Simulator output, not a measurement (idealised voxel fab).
Process module in this document: voxel released beams
Each square cell in cross-section cut measures 5 nm, and the section as a whole is 160 nm wide.
In what follows, cross-sections appear as grids of square cells, described through bands that run from the top down, where every band is one or more rows of cells. A band entry consists of two parts. The first gives the height of the band's top and the height of its bottom, in nm. The rest lists the band's materials from left to right, each with its width in nm. A single material labelled with the word "edge to edge" fills the band from edge to edge, and the word "air" marks empty space. Zero point of the height axis is 0; under it, received wafer = one material. Lowest band: continues down indefinitely, "from 0 down". It should be noted that a width expressed as "30->40" varies in equal increments from row to row of cells within the band, taking the value of the first number at the top row and that of the second number at the bottom row. "identical to before" means the step left every cell of the cross-section as it was. Look at "Trapped void list" for the closed voids: empty spaces with no open path to the top, sized 8 cells or up. Each is width x height at distance, distance from the left edge, all nm. The remark found on a step's line after its settings is issued by the simulator itself and pertains to that step. You can add "overlay nm" to a step's line. For a step with a mask, it describes how far the mask lay to the right of its planned position, and a negative number describes a lay to the left.

## Process steps foreseen in the plan
1,op RECEIVE | material Si
2,op CONFORMAL_DEP | material SiN | thk nm 5
3,op DIRECTIONAL_DEP | material SiO2 | thk nm 15
4,op DIRECTIONAL_DEP | material aC | thk nm 15
5,op PATTERN | tone open | mask id ANCHOR | material resist | width nm 35 | thk nm 35 | overlay nm 0
6,op DIRECTIONAL_ETCH | etch materials aC | depth nm 15
7,op STRIP | etch materials resist
8,op DIRECTIONAL_ETCH | etch materials SiO2 | depth nm 15
9,op STRIP | etch materials aC
10,op CONFORMAL_DEP | material W | thk nm 15
11,op PATTERN | tone cover | mask id BEAM | material resist | width nm 110 | thk nm 15 | overlay nm 0
12,op DIRECTIONAL_ETCH | etch materials W | depth nm 15
13,op STRIP | etch materials resist
14,op STRIP | etch materials SiO2

## Account of the first of two wafers, which was processed as intended

## Cross-section: wafer on arrival = after step 1
* from 0 down  Si edge to edge
* Trapped void list: none

## Cross-sectional representation of the wafer at the conclusion of step 2
* from 5 to 0  SiN edge to edge
* Note: structure below 0 unchanged.

## Cross-sectional representation of the wafer at the conclusion of step 3
* from 20 to 5  SiO2 edge to edge
* Note: structure below 5 unchanged.

## Cross-sectional representation of the wafer at the conclusion of step 4
* from 35 to 20  aC edge to edge
* Note: structure below 20 unchanged.

## Cross-sectional representation of the wafer at the conclusion of step 5
* from 70 to 35  25 resist  35 air  100 resist
* Note: structure below 35 unchanged.

## Cross-sectional representation of the wafer at the conclusion of step 6
* from 55 to 35  25 resist  35 air  100 resist
* from 35 to 20  25 aC  35 air  100 aC
* Note: structure below 20 unchanged.

## Cross-sectional representation of the wafer at the conclusion of step 7
* from 35 to 20  25 aC  35 air  100 aC
* Note: structure below 20 unchanged.

## Cross-sectional representation of the wafer at the conclusion of step 8
* from 35 to 20  25 aC  35 air  100 aC
* from 20 to 5  25 SiO2  35 air  100 SiO2
* Note: structure below 5 unchanged.

## Cross-sectional representation of the wafer at the conclusion of step 9
* from 20 to 5  25 SiO2  35 air  100 SiO2
* Note: structure below 5 unchanged.

## Cross-sectional representation of the wafer at the conclusion of step 10
* from 35 to 20  40 W  5 air  115 W
* from 20 to 5  25 SiO2  35 W  100 SiO2
* Note: structure below 5 unchanged.

## Cross-sectional representation of the wafer at the conclusion of step 11
* from 50 to 35  20 air  110 resist  30 air
* from 35 to 20  40 W  5 resist  115 W
* Note: structure below 20 unchanged.

## Cross-sectional representation of the wafer at the conclusion of step 12
* from 50 to 35  20 air  110 resist  30 air
* from 35 to 20  20 air  20 W  5 resist  85 W  30 air
* Note: structure below 20 unchanged.

## Cross-sectional representation of the wafer at the conclusion of step 13
* from 35 to 20  20 air  20 W  5 air  85 W  30 air
* Note: structure below 20 unchanged.

## Cross-sectional representation of the wafer at the conclusion of step 14
* from 35 to 20  20 air  20 W  5 air  85 W  30 air
* from 20 to 5  25 air  35 W  100 air
* Note: structure below 5 unchanged.

## Companion wafer, the second of two: same beginning, same intended sequence, one mistake in carrying it out; through step 3 inclusive it tracks the first exactly

## Cross-sectional view of the second wafer at the intended end time of process step 4
* from 35 to 20  W edge to edge
* Note: structure below 20 unchanged.

## Cross-sectional view of the second wafer at the intended end time of process step 5
* from 70 to 35  25 resist  35 air  100 resist
* Note: structure below 35 unchanged.

## Cross-sectional view of the second wafer at the intended end time of process step 6
* from 55 to 35  25 resist  35 air  100 resist
* Note: structure below 35 unchanged.

## Cross-sectional view of the second wafer at the intended end time of process step 7
* from 35 to 20  W edge to edge
* Note: structure below 20 unchanged.

Cross-sectional view of the second wafer at the intended end time of process step 8: identical to before

Cross-sectional view of the second wafer at the intended end time of process step 9: identical to before

## Cross-sectional view of the second wafer at the intended end time of process step 10
* from 50 to 20  W edge to edge
* Note: structure below 20 unchanged.

## Cross-sectional view of the second wafer at the intended end time of process step 11
* from 65 to 50  20 air  110 resist  30 air
* Note: structure below 50 unchanged.

## Cross-sectional view of the second wafer at the intended end time of process step 12
* from 65 to 50  20 air  110 resist  30 air
* from 50 to 35  20 air  110 W  30 air
* Note: structure below 35 unchanged.

## Cross-sectional view of the second wafer at the intended end time of process step 13
* from 50 to 35  20 air  110 W  30 air
* Note: structure below 35 unchanged.

Cross-sectional view of the second wafer at the intended end time of process step 14: identical to before
What was the processing mistake? step 4 was run on a setting that differed from the plan, and what really ran there is op DIRECTIONAL_DEP | material W | thk nm 15
Wrapping up, a cell-based count of both wafers puts the second over or under the first for these materials: 96 more of SiO2, 78 more of W
